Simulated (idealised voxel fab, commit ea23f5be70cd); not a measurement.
Process module heading - voxel trench capacitor
This is section cut - it's 245 nm across, gridded in 5 nm square cells.
If you're reading a cross-section in this doc, picture square cells in a grid; it comes to you as bands, top ones listed first down to the bottom, and a band can be one or more rows of cells.
First you get the band's top height and its bottom height, in nm, and then the materials it's made of, left to right, with each width in nm. If you see a single material with "full width", that one covers the band edge to edge. "blank" is empty space.
We count height from 0. Below that, the starting wafer is all one material. The lowest band never ends at the bottom but goes on down; see "0 nm and below" for how that is written.
Top row gets the first number, bottom row gets the second, and each row in between changes by the same step: that is how a band width like "30 to 40" works.
Reading "nothing was modified" for a step: not a cell of the cross-section changed in it.
"Entrapped void list" specifies each empty space that is not open to the top and that occupies no fewer than 8 cells, using the form width x height at distance, the distance measured from the left edge and all three quantities in nm.
Where a step's line continues beyond its settings, the continuation is a remark by the simulator itself on that step.
The line of a step may include "overlay nm". On a step with a mask, this value is how far to the right of its planned place the mask lay. A negative value means the mask lay to the left.
# The steps planned for the process are as follows
1,RECEIVE (material Si)
2,CONFORMAL_DEP (material SiN; thk nm 5)
3,PATTERN (tone open; mask id TRENCH; material resist; width nm 30; pitch nm 45; thk nm 15; overlay nm 0)
4,DIRECTIONAL_ETCH (etch materials SiN; depth nm 5)
5,DIRECTIONAL_ETCH (etch materials Si; depth nm 40)
6,STRIP (etch materials resist)
7,CONFORMAL_DEP (material HfO2; thk nm 5)
8,CONFORMAL_DEP (material TiN; thk nm 5)
9,FILL_DEP (material W; thk nm 5)
10,CMP (height nm 5)
# first wafer, as planned
# Cross-section of the wafer as it came to us, i.e., already through step 1
> 0 nm and below: Si full width
> Entrapped void list: none
# After step 2: wafer cross-section
> 5 nm to 0 nm: SiN full width
> Beneath the level 0, the cross-section is identical to its previous state.
# After step 3: wafer cross-section
> 20 nm to 5 nm: resist (40), blank (30), resist (15), blank (30), resist (15), blank (30), resist (15), blank (30), resist (40)
> Beneath the level 5, the cross-section is identical to its previous state.
# After step 4: wafer cross-section
> 20 nm to 5 nm: resist (40), blank (30), resist (15), blank (30), resist (15), blank (30), resist (15), blank (30), resist (40)
> 5 nm to 0 nm: SiN (40), blank (30), SiN (15), blank (30), SiN (15), blank (30), SiN (15), blank (30), SiN (40)
> Beneath the level 0, the cross-section is identical to its previous state.
# After step 5: wafer cross-section
> 20 nm to 5 nm: resist (40), blank (30), resist (15), blank (30), resist (15), blank (30), resist (15), blank (30), resist (40)
> 5 nm to 0 nm: SiN (40), blank (30), SiN (15), blank (30), SiN (15), blank (30), SiN (15), blank (30), SiN (40)
> 0 nm to -40 nm: Si (40), blank (30), Si (15), blank (30), Si (15), blank (30), Si (15), blank (30), Si (40)
> Beneath the level -40, the cross-section is identical to its previous state.
# After step 6: wafer cross-section
> 5 nm to 0 nm: SiN (40), blank (30), SiN (15), blank (30), SiN (15), blank (30), SiN (15), blank (30), SiN (40)
> Beneath the level 0, the cross-section is identical to its previous state.
# After step 7: wafer cross-section
> 10 nm to 5 nm: HfO2 (45), blank (20), HfO2 (25), blank (20), HfO2 (25), blank (20), HfO2 (25), blank (20), HfO2 (45)
> 5 nm to 0 nm: SiN (40), HfO2 (5), blank (20), HfO2 (5), SiN (15), HfO2 (5), blank (20), HfO2 (5), SiN (15), HfO2 (5), blank (20), HfO2 (5), SiN (15), HfO2 (5), blank (20), HfO2 (5), SiN (40)
> 0 nm to -35 nm: Si (40), HfO2 (5), blank (20), HfO2 (5), Si (15), HfO2 (5), blank (20), HfO2 (5), Si (15), HfO2 (5), blank (20), HfO2 (5), Si (15), HfO2 (5), blank (20), HfO2 (5), Si (40)
> -35 nm to -40 nm: Si (40), HfO2 (30), Si (15), HfO2 (30), Si (15), HfO2 (30), Si (15), HfO2 (30), Si (40)
> Beneath the level -40, the cross-section is identical to its previous state.
# After step 8: wafer cross-section
> 15 nm to 10 nm: TiN (50), blank (10), TiN (35), blank (10), TiN (35), blank (10), TiN (35), blank (10), TiN (50)
> 10 nm to 5 nm: HfO2 (45), TiN (5), blank (10), TiN (5), HfO2 (25), TiN (5), blank (10), TiN (5), HfO2 (25), TiN (5), blank (10), TiN (5), HfO2 (25), TiN (5), blank (10), TiN (5), HfO2 (45)
> 5 nm to 0 nm: SiN (40), HfO2 (5), TiN (5), blank (10), TiN (5), HfO2 (5), SiN (15), HfO2 (5), TiN (5), blank (10), TiN (5), HfO2 (5), SiN (15), HfO2 (5), TiN (5), blank (10), TiN (5), HfO2 (5), SiN (15), HfO2 (5), TiN (5), blank (10), TiN (5), HfO2 (5), SiN (40)
> 0 nm to -30 nm: Si (40), HfO2 (5), TiN (5), blank (10), TiN (5), HfO2 (5), Si (15), HfO2 (5), TiN (5), blank (10), TiN (5), HfO2 (5), Si (15), HfO2 (5), TiN (5), blank (10), TiN (5), HfO2 (5), Si (15), HfO2 (5), TiN (5), blank (10), TiN (5), HfO2 (5), Si (40)
> -30 nm to -35 nm: Si (40), HfO2 (5), TiN (20), HfO2 (5), Si (15), HfO2 (5), TiN (20), HfO2 (5), Si (15), HfO2 (5), TiN (20), HfO2 (5), Si (15), HfO2 (5), TiN (20), HfO2 (5), Si (40)
> Beneath the level -35, the cross-section is identical to its previous state.
# After step 9: wafer cross-section
> 20 nm to 15 nm: W full width
> 15 nm to 10 nm: TiN (50), W (10), TiN (35), W (10), TiN (35), W (10), TiN (35), W (10), TiN (50)
> 10 nm to 5 nm: HfO2 (45), TiN (5), W (10), TiN (5), HfO2 (25), TiN (5), W (10), TiN (5), HfO2 (25), TiN (5), W (10), TiN (5), HfO2 (25), TiN (5), W (10), TiN (5), HfO2 (45)
> 5 nm to 0 nm: SiN (40), HfO2 (5), TiN (5), W (10), TiN (5), HfO2 (5), SiN (15), HfO2 (5), TiN (5), W (10), TiN (5), HfO2 (5), SiN (15), HfO2 (5), TiN (5), W (10), TiN (5), HfO2 (5), SiN (15), HfO2 (5), TiN (5), W (10), TiN (5), HfO2 (5), SiN (40)
> 0 nm to -30 nm: Si (40), HfO2 (5), TiN (5), W (10), TiN (5), HfO2 (5), Si (15), HfO2 (5), TiN (5), W (10), TiN (5), HfO2 (5), Si (15), HfO2 (5), TiN (5), W (10), TiN (5), HfO2 (5), Si (15), HfO2 (5), TiN (5), W (10), TiN (5), HfO2 (5), Si (40)
> Beneath the level -30, the cross-section is identical to its previous state.
# After step 10: wafer cross-section
> 5 nm to 0 nm: SiN (40), HfO2 (5), TiN (5), W (10), TiN (5), HfO2 (5), SiN (15), HfO2 (5), TiN (5), W (10), TiN (5), HfO2 (5), SiN (15), HfO2 (5), TiN (5), W (10), TiN (5), HfO2 (5), SiN (15), HfO2 (5), TiN (5), W (10), TiN (5), HfO2 (5), SiN (40)
> Beneath the level 0, the cross-section is identical to its previous state.
# The second wafer was prepared from the same starting point and under the same plan as the first; its processing contained one mistake, and it remains indistinguishable from the first wafer up to and including step 9
# Here is the second wafer in cross-section at the point where step 10 of the plan should have been done
> 0 nm to -30 nm: Si (40), HfO2 (5), TiN (5), W (10), TiN (5), HfO2 (5), Si (15), HfO2 (5), TiN (5), W (10), TiN (5), HfO2 (5), Si (15), HfO2 (5), TiN (5), W (10), TiN (5), HfO2 (5), Si (15), HfO2 (5), TiN (5), W (10), TiN (5), HfO2 (5), Si (40)
> Beneath the level -30, the cross-section is identical to its previous state.
What broke from the plan during processing? rather than as planned, step 10 actually ran as CMP (height nm 0)
The final cell counts differ between the wafers, with the second having more or fewer of some materials than the first: HfO2 -8 | SiN -25 | TiN -8 | W -8
